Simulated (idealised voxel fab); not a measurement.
Presented below is a process module, voxel transistor to metal.
We display cut, a cross-section 155 nm in width whose square cells are each 5 nm.
This document writes a cross-section as a grid whose cells are square, and gives it as bands, listed from the top down; one or more rows of cells form a band. Each band's line starts with the height of the band's top and of its bottom, in nm. Then come its materials from left to right, each with its width in nm. One material with "all across" fills the band from edge to edge. "empty" is empty space. Heights are reckoned from 0. Under this level, the received wafer is all of one material. The bottommost band is open-ended downward, for example "top 0, no bottom". Graded width ("30->40"): value in top row of band = first number; value in bottom row = second number; row-to-row change constant. You'll sometimes find "all unchanged" written for a step, and that's the way of saying that nowhere in the cross-section did a cell change during that step. Closed empty spaces (no open way to the top) of 8 cells or more are what "Sealed internal voids" lists, each as width x height at distance from the left edge, nm for all three. Anything after a step's settings on that line? It's the simulator's own note about the step. overlay nm: where the mask lay relative to plan, measured to the right, on steps with a mask; negatives go left.

This section lists the process steps that were planned:
1,RECEIVE: material Si
2,CONFORMAL_DEP: material SiO2, thk nm 5
3,CONFORMAL_DEP: material SiN, thk nm 15
4,DIRECTIONAL_DEP: material aC, thk nm 10
5,PATTERN: tone cover, mask id ACTIVE, material resist, width nm 95, thk nm 30, overlay nm 0
6,DIRECTIONAL_ETCH: etch materials aC, depth nm 10
7,STRIP: etch materials resist
8,DIRECTIONAL_ETCH: etch materials SiN, depth nm 15
9,DIRECTIONAL_ETCH: etch materials SiO2, depth nm 5
10,DIRECTIONAL_ETCH: etch materials Si, depth nm 20
11,STRIP: etch materials aC
12,FILL_DEP: material SiO2, thk nm 10
13,CMP: height nm 20
14,SELECTIVE_ETCH: etch materials SiO2, depth nm 10
15,STRIP: etch materials SiN
16,SELECTIVE_ETCH: etch materials SiO2, depth nm 5
17,OXIDIZE: depth nm 5
18,DIRECTIONAL_DEP: material polySi, thk nm 25
19,DIRECTIONAL_DEP: material SiCN, thk nm 15
20,DIRECTIONAL_DEP: material aC, thk nm 15
21,PATTERN: tone cover, mask id GATE, material resist, width nm 15, thk nm 35, overlay nm 0
22,DIRECTIONAL_ETCH: etch materials aC, depth nm 15
23,STRIP: etch materials resist
24,DIRECTIONAL_ETCH: etch materials SiCN, depth nm 25
25,DIRECTIONAL_ETCH: etch materials polySi, depth nm 35
26,STRIP: etch materials aC
27,CONFORMAL_DEP: material SiO2, thk nm 5
28,DIRECTIONAL_ETCH: etch materials SiO2, depth nm 5
29,CONFORMAL_DEP: material SiN, thk nm 10
30,DIRECTIONAL_ETCH: etch materials SiN, depth nm 10
31,DIRECTIONAL_ETCH: etch materials SiO2, depth nm 5
32,DIRECTIONAL_ETCH: etch materials Si, depth nm 10
33,EPI: material SiGe, thk nm 10
34,FILL_DEP: material SiO2, thk nm 10
35,CMP: height nm 40
36,DIRECTIONAL_DEP: material SiO2, thk nm 10
37,DIRECTIONAL_DEP: material aC, thk nm 15
38,PATTERN: tone open, mask id CONTACT, material resist, width nm 30, pitch nm 55, thk nm 30, overlay nm 0
39,DIRECTIONAL_ETCH: etch materials aC, depth nm 15
40,STRIP: etch materials resist
41,DIRECTIONAL_ETCH: etch materials SiO2, depth nm 45
42,STRIP: etch materials aC
43,CONFORMAL_DEP: material TiN, thk nm 5
44,FILL_DEP: material Ru, thk nm 10
45,CMP: height nm 50
46,DIRECTIONAL_DEP: material TiN, thk nm 5
47,DIRECTIONAL_DEP: material W, thk nm 20
48,MASKED_ETCH: tone cover, mask id METAL_1, width nm 20, pitch nm 65, etch materials W, depth nm 20, overlay nm 0
49,MASKED_ETCH: tone cover, mask id METAL_1, width nm 20, pitch nm 65, etch materials TiN, depth nm 5, overlay nm 0
50,FILL_DEP: material SiO2, thk nm 10
51,CMP: height nm 75
52,CONFORMAL_DEP: material SiN, thk nm 5

First of two wafers: run as planned:

Cross-sectional view of the wafer in its as-received condition, corresponding to the state after step 1:
top 0, no bottom = Si all across
Sealed internal voids: none

State of the wafer after step 2, shown in cross-section:
top 5, bottom 0 = SiO2 all across
Under the height 0 nothing was changed.

State of the wafer after step 3, shown in cross-section:
top 20, bottom 5 = SiN all across
Under the height 5 nothing was changed.

State of the wafer after step 4, shown in cross-section:
top 30, bottom 20 = aC all across
Under the height 20 nothing was changed.

State of the wafer after step 5, shown in cross-section:
top 60, bottom 30 = empty 30  resist 95  empty 30
Under the height 30 nothing was changed.

State of the wafer after step 6, shown in cross-section:
top 50, bottom 30 = empty 30  resist 95  empty 30
top 30, bottom 20 = empty 30  aC 95  empty 30
Under the height 20 nothing was changed.

State of the wafer after step 7, shown in cross-section:
top 30, bottom 20 = empty 30  aC 95  empty 30
Under the height 20 nothing was changed.

State of the wafer after step 8, shown in cross-section:
top 30, bottom 20 = empty 30  aC 95  empty 30
top 20, bottom 5 = empty 30  SiN 95  empty 30
Under the height 5 nothing was changed.

State of the wafer after step 9, shown in cross-section:
top 30, bottom 20 = empty 30  aC 95  empty 30
top 20, bottom 5 = empty 30  SiN 95  empty 30
top 5, bottom 0 = empty 30  SiO2 95  empty 30
Under the height 0 nothing was changed.

State of the wafer after step 10, shown in cross-section:
top 30, bottom 20 = empty 30  aC 95  empty 30
top 20, bottom 5 = empty 30  SiN 95  empty 30
top 5, bottom 0 = empty 30  SiO2 95  empty 30
top 0, bottom -20 = empty 30  Si 95  empty 30
Under the height -20 nothing was changed.

State of the wafer after step 11, shown in cross-section:
top 20, bottom 5 = empty 30  SiN 95  empty 30
Under the height 5 nothing was changed.

State of the wafer after step 12, shown in cross-section:
top 30, bottom 20 = SiO2 all across
top 20, bottom 5 = SiO2 30  SiN 95  SiO2 30
top 5, bottom 0 = SiO2 all across
top 0, bottom -20 = SiO2 30  Si 95  SiO2 30
Under the height -20 nothing was changed.

State of the wafer after step 13, shown in cross-section:
top 20, bottom 5 = SiO2 30  SiN 95  SiO2 30
Under the height 5 nothing was changed.

State of the wafer after step 14, shown in cross-section:
top 20, bottom 10 = empty 30  SiN 95  empty 30
Under the height 10 nothing was changed.

State of the wafer after step 15, shown in cross-section:
top 10, bottom 5 = SiO2 30  empty 95  SiO2 30
Under the height 5 nothing was changed.

State of the wafer after step 16, shown in cross-section:
top 5, bottom 0 = SiO2 25  empty 105  SiO2 25
Under the height 0 nothing was changed.

State of the wafer after step 17, shown in cross-section:
top 5, bottom 0 = SiO2 25  empty 105  SiO2 25
top 0, bottom -5 = SiO2 all across
Under the height -5 nothing was changed.

State of the wafer after step 18, shown in cross-section:
top 30, bottom 25 = polySi 25  empty 105  polySi 25
top 25, bottom 5 = polySi all across
top 5, bottom 0 = SiO2 25  polySi 105  SiO2 25
Under the height 0 nothing was changed.

State of the wafer after step 19, shown in cross-section:
top 45, bottom 40 = SiCN 25  empty 105  SiCN 25
top 40, bottom 30 = SiCN all across
top 30, bottom 25 = polySi 25  SiCN 105  polySi 25
Under the height 25 nothing was changed.

State of the wafer after step 20, shown in cross-section:
top 60, bottom 55 = aC 25  empty 105  aC 25
top 55, bottom 45 = aC all across
top 45, bottom 40 = SiCN 25  aC 105  SiCN 25
Under the height 40 nothing was changed.

State of the wafer after step 21, shown in cross-section:
top 95, bottom 60 = empty 70  resist 15  empty 70
top 60, bottom 55 = aC 25  empty 45  resist 15  empty 45  aC 25
Under the height 55 nothing was changed.

State of the wafer after step 22, shown in cross-section:
top 80, bottom 55 = empty 70  resist 15  empty 70
top 55, bottom 45 = empty 70  aC 15  empty 70
top 45, bottom 40 = SiCN 25  empty 45  aC 15  empty 45  SiCN 25
Under the height 40 nothing was changed.

State of the wafer after step 23, shown in cross-section:
top 55, bottom 45 = empty 70  aC 15  empty 70
Under the height 45 nothing was changed.

State of the wafer after step 24, shown in cross-section:
top 55, bottom 40 = empty 70  aC 15  empty 70
top 40, bottom 30 = empty 70  SiCN 15  empty 70
top 30, bottom 25 = polySi 25  empty 45  SiCN 15  empty 45  polySi 25
Under the height 25 nothing was changed.

State of the wafer after step 25, shown in cross-section:
top 55, bottom 40 = empty 70  aC 15  empty 70
top 40, bottom 25 = empty 70  SiCN 15  empty 70
top 25, bottom 5 = empty 70  polySi 15  empty 70
top 5, bottom 0 = SiO2 25  empty 45  polySi 15  empty 45  SiO2 25
Under the height 0 nothing was changed.

State of the wafer after step 26, shown in cross-section:
top 40, bottom 25 = empty 70  SiCN 15  empty 70
Under the height 25 nothing was changed.

State of the wafer after step 27, shown in cross-section:
top 45, bottom 40 = empty 65  SiO2 25  empty 65
top 40, bottom 25 = empty 65  SiO2 5  SiCN 15  SiO2 5  empty 65
top 25, bottom 10 = empty 65  SiO2 5  polySi 15  SiO2 5  empty 65
top 10, bottom 5 = SiO2 30  empty 35  SiO2 5  polySi 15  SiO2 5  empty 35  SiO2 30
top 5, bottom 0 = SiO2 70  polySi 15  SiO2 70
Under the height 0 nothing was changed.

State of the wafer after step 28, shown in cross-section:
top 40, bottom 25 = empty 65  SiO2 5  SiCN 15  SiO2 5  empty 65
top 25, bottom 5 = empty 65  SiO2 5  polySi 15  SiO2 5  empty 65
top 5, bottom 0 = SiO2 30  empty 35  SiO2 5  polySi 15  SiO2 5  empty 35  SiO2 30
Under the height 0 nothing was changed.

State of the wafer after step 29, shown in cross-section:
top 50, bottom 40 = empty 55  SiN 45  empty 55
top 40, bottom 25 = empty 55  SiN 10  SiO2 5  SiCN 15  SiO2 5  SiN 10  empty 55
top 25, bottom 15 = empty 55  SiN 10  SiO2 5  polySi 15  SiO2 5  SiN 10  empty 55
top 15, bottom 10 = SiN 40  empty 15  SiN 10  SiO2 5  polySi 15  SiO2 5  SiN 10  empty 15  SiN 40
top 10, bottom 5 = SiN 65  SiO2 5  polySi 15  SiO2 5  SiN 65
top 5, bottom 0 = SiO2 30  SiN 35  SiO2 5  polySi 15  SiO2 5  SiN 35  SiO2 30
Under the height 0 nothing was changed.

State of the wafer after step 30, shown in cross-section:
top 40, bottom 25 = empty 55  SiN 10  SiO2 5  SiCN 15  SiO2 5  SiN 10  empty 55
top 25, bottom 5 = empty 55  SiN 10  SiO2 5  polySi 15  SiO2 5  SiN 10  empty 55
top 5, bottom 0 = SiO2 30  SiN 10  empty 15  SiN 10  SiO2 5  polySi 15  SiO2 5  SiN 10  empty 15  SiN 10  SiO2 30
Under the height 0 nothing was changed.

State of the wafer after step 31, shown in cross-section:
top 40, bottom 35 = empty 55  SiN 10  empty 5  SiCN 15  empty 5  SiN 10  empty 55
top 35, bottom 25 = empty 55  SiN 10  SiO2 5  SiCN 15  SiO2 5  SiN 10  empty 55
top 25, bottom 5 = empty 55  SiN 10  SiO2 5  polySi 15  SiO2 5  SiN 10  empty 55
top 5, bottom 0 = empty 30  SiN 10  empty 15  SiN 10  SiO2 5  polySi 15  SiO2 5  SiN 10  empty 15  SiN 10  empty 30
top 0, bottom -5 = SiO2 40  empty 15  SiO2 45  empty 15  SiO2 40
Under the height -5 nothing was changed.

State of the wafer after step 32, shown in cross-section:
top 40, bottom 35 = empty 55  SiN 10  empty 5  SiCN 15  empty 5  SiN 10  empty 55
top 35, bottom 25 = empty 55  SiN 10  SiO2 5  SiCN 15  SiO2 5  SiN 10  empty 55
top 25, bottom 5 = empty 55  SiN 10  SiO2 5  polySi 15  SiO2 5  SiN 10  empty 55
top 5, bottom 0 = empty 30  SiN 10  empty 15  SiN 10  SiO2 5  polySi 15  SiO2 5  SiN 10  empty 15  SiN 10  empty 30
top 0, bottom -5 = SiO2 40  empty 15  SiO2 45  empty 15  SiO2 40
top -5, bottom -15 = SiO2 30  Si 10  empty 15  Si 45  empty 15  Si 10  SiO2 30
Under the height -15 nothing was changed.

State of the wafer after step 33, shown in cross-section:
top 40, bottom 35 = empty 55  SiN 10  empty 5  SiCN 15  empty 5  SiN 10  empty 55
top 35, bottom 25 = empty 55  SiN 10  SiO2 5  SiCN 15  SiO2 5  SiN 10  empty 55
top 25, bottom 5 = empty 55  SiN 10  SiO2 5  polySi 15  SiO2 5  SiN 10  empty 55
top 5, bottom 0 = empty 30  SiN 10  SiGe 15  SiN 10  SiO2 5  polySi 15  SiO2 5  SiN 10  SiGe 15  SiN 10  empty 30
top 0, bottom -5 = SiO2 40  SiGe 15  SiO2 45  SiGe 15  SiO2 40
top -5, bottom -15 = SiO2 30  Si 10  SiGe 15  Si 45  SiGe 15  Si 10  SiO2 30
Under the height -15 nothing was changed.

State of the wafer after step 34, shown in cross-section:
top 50, bottom 40 = SiO2 all across
top 40, bottom 25 = SiO2 55  SiN 10  SiO2 5  SiCN 15  SiO2 5  SiN 10  SiO2 55
top 25, bottom 5 = SiO2 55  SiN 10  SiO2 5  polySi 15  SiO2 5  SiN 10  SiO2 55
top 5, bottom 0 = SiO2 30  SiN 10  SiGe 15  SiN 10  SiO2 5  polySi 15  SiO2 5  SiN 10  SiGe 15  SiN 10  SiO2 30
Under the height 0 nothing was changed.

State of the wafer after step 35, shown in cross-section:
top 40, bottom 25 = SiO2 55  SiN 10  SiO2 5  SiCN 15  SiO2 5  SiN 10  SiO2 55
Under the height 25 nothing was changed.

State of the wafer after step 36, shown in cross-section:
top 50, bottom 40 = SiO2 all across
Under the height 40 nothing was changed.

State of the wafer after step 37, shown in cross-section:
top 65, bottom 50 = aC all across
Under the height 50 nothing was changed.

State of the wafer after step 38, shown in cross-section:
top 95, bottom 65 = resist 35  empty 30  resist 25  empty 30  resist 35
Under the height 65 nothing was changed.

State of the wafer after step 39, shown in cross-section:
top 80, bottom 65 = resist 35  empty 30  resist 25  empty 30  resist 35
top 65, bottom 50 = aC 35  empty 30  aC 25  empty 30  aC 35
Under the height 50 nothing was changed.

State of the wafer after step 40, shown in cross-section:
top 65, bottom 50 = aC 35  empty 30  aC 25  empty 30  aC 35
Under the height 50 nothing was changed.

State of the wafer after step 41, shown in cross-section:
top 65, bottom 50 = aC 35  empty 30  aC 25  empty 30  aC 35
top 50, bottom 40 = SiO2 35  empty 30  SiO2 25  empty 30  SiO2 35
top 40, bottom 25 = SiO2 35  empty 20  SiN 10  SiO2 5  SiCN 15  SiO2 5  SiN 10  empty 20  SiO2 35
top 25, bottom 5 = SiO2 35  empty 20  SiN 10  SiO2 5  polySi 15  SiO2 5  SiN 10  empty 20  SiO2 35
Under the height 5 nothing was changed.

State of the wafer after step 42, shown in cross-section:
top 50, bottom 40 = SiO2 35  empty 30  SiO2 25  empty 30  SiO2 35
Under the height 40 nothing was changed.

State of the wafer after step 43, shown in cross-section:
top 55, bottom 50 = TiN 40  empty 20  TiN 35  empty 20  TiN 40
top 50, bottom 40 = SiO2 35  TiN 5  empty 20->10  TiN 5->15  SiO2 25  TiN 5->15  empty 20->10  TiN 5  SiO2 35
top 40, bottom 25 = SiO2 35  TiN 5  empty 10  TiN 5  SiN 10  SiO2 5  SiCN 15  SiO2 5  SiN 10  TiN 5  empty 10  TiN 5  SiO2 35
top 25, bottom 10 = SiO2 35  TiN 5  empty 10  TiN 5  SiN 10  SiO2 5  polySi 15  SiO2 5  SiN 10  TiN 5  empty 10  TiN 5  SiO2 35
top 10, bottom 5 = SiO2 35  TiN 20  SiN 10  SiO2 5  polySi 15  SiO2 5  SiN 10  TiN 20  SiO2 35
Under the height 5 nothing was changed.

State of the wafer after step 44, shown in cross-section:
top 65, bottom 55 = Ru all across
top 55, bottom 50 = TiN 40  Ru 20  TiN 35  Ru 20  TiN 40
top 50, bottom 40 = SiO2 35  TiN 5  Ru 20->10  TiN 5->15  SiO2 25  TiN 5->15  Ru 20->10  TiN 5  SiO2 35
top 40, bottom 25 = SiO2 35  TiN 5  Ru 10  TiN 5  SiN 10  SiO2 5  SiCN 15  SiO2 5  SiN 10  TiN 5  Ru 10  TiN 5  SiO2 35
top 25, bottom 10 = SiO2 35  TiN 5  Ru 10  TiN 5  SiN 10  SiO2 5  polySi 15  SiO2 5  SiN 10  TiN 5  Ru 10  TiN 5  SiO2 35
Under the height 10 nothing was changed.

State of the wafer after step 45, shown in cross-section:
top 50, bottom 40 = SiO2 35  TiN 5  Ru 20->10  TiN 5->15  SiO2 25  TiN 5->15  Ru 20->10  TiN 5  SiO2 35
Under the height 40 nothing was changed.

State of the wafer after step 46, shown in cross-section:
top 55, bottom 50 = TiN all across
Under the height 50 nothing was changed.

State of the wafer after step 47, shown in cross-section:
top 75, bottom 55 = W all across
Under the height 55 nothing was changed.

State of the wafer after step 48, shown in cross-section:
top 75, bottom 55 = empty 35  W 20  empty 45  W 20  empty 35
Under the height 55 nothing was changed.

State of the wafer after step 49, shown in cross-section:
top 75, bottom 55 = empty 35  W 20  empty 45  W 20  empty 35
top 55, bottom 50 = empty 35  TiN 20  empty 45  TiN 20  empty 35
Under the height 50 nothing was changed.

State of the wafer after step 50, shown in cross-section:
top 85, bottom 75 = SiO2 all across
top 75, bottom 55 = SiO2 35  W 20  SiO2 45  W 20  SiO2 35
top 55, bottom 50 = SiO2 35  TiN 20  SiO2 45  TiN 20  SiO2 35
Under the height 50 nothing was changed.

State of the wafer after step 51, shown in cross-section:
top 75, bottom 55 = SiO2 35  W 20  SiO2 45  W 20  SiO2 35
Under the height 55 nothing was changed.

State of the wafer after step 52, shown in cross-section:
top 80, bottom 75 = SiN all across
Under the height 75 nothing was changed.

Regarding the second of the two wafers: it shared the first wafer's starting condition and process plan, yet one error occurred during its execution. Its history coincides with that of the first wafer up to and including step 47:

Planned end of step 48: second wafer, cross-section:
top 75, bottom 55 = empty 30  W 30  empty 35  W 30  empty 30
Under the height 55 nothing was changed.

Planned end of step 49: second wafer, cross-section:
top 75, bottom 55 = empty 30  W 30  empty 35  W 30  empty 30
top 55, bottom 50 = empty 30  TiN 30  empty 35  TiN 30  empty 30
Under the height 50 nothing was changed.

Planned end of step 50: second wafer, cross-section:
top 85, bottom 75 = SiO2 all across
top 75, bottom 55 = SiO2 30  W 30  SiO2 35  W 30  SiO2 30
top 55, bottom 50 = SiO2 30  TiN 30  SiO2 35  TiN 30  SiO2 30
Under the height 50 nothing was changed.

Planned end of step 51: second wafer, cross-section:
top 75, bottom 55 = SiO2 30  W 30  SiO2 35  W 30  SiO2 30
Under the height 55 nothing was changed.

Planned end of step 52: second wafer, cross-section:
top 80, bottom 75 = SiN all across
Under the height 75 nothing was changed.
In executing the process, a mistake was made relative to the plan: step 48 off recipe, ran as MASKED_ETCH: tone cover, mask id METAL_1, width nm 30, pitch nm 65, etch materials W, depth nm 20, overlay nm 0
Looking at both finished wafers in cells, the second ends up ahead of or behind the first on some materials: SiO2: 20 fewer | TiN: 4 more | W: 16 more
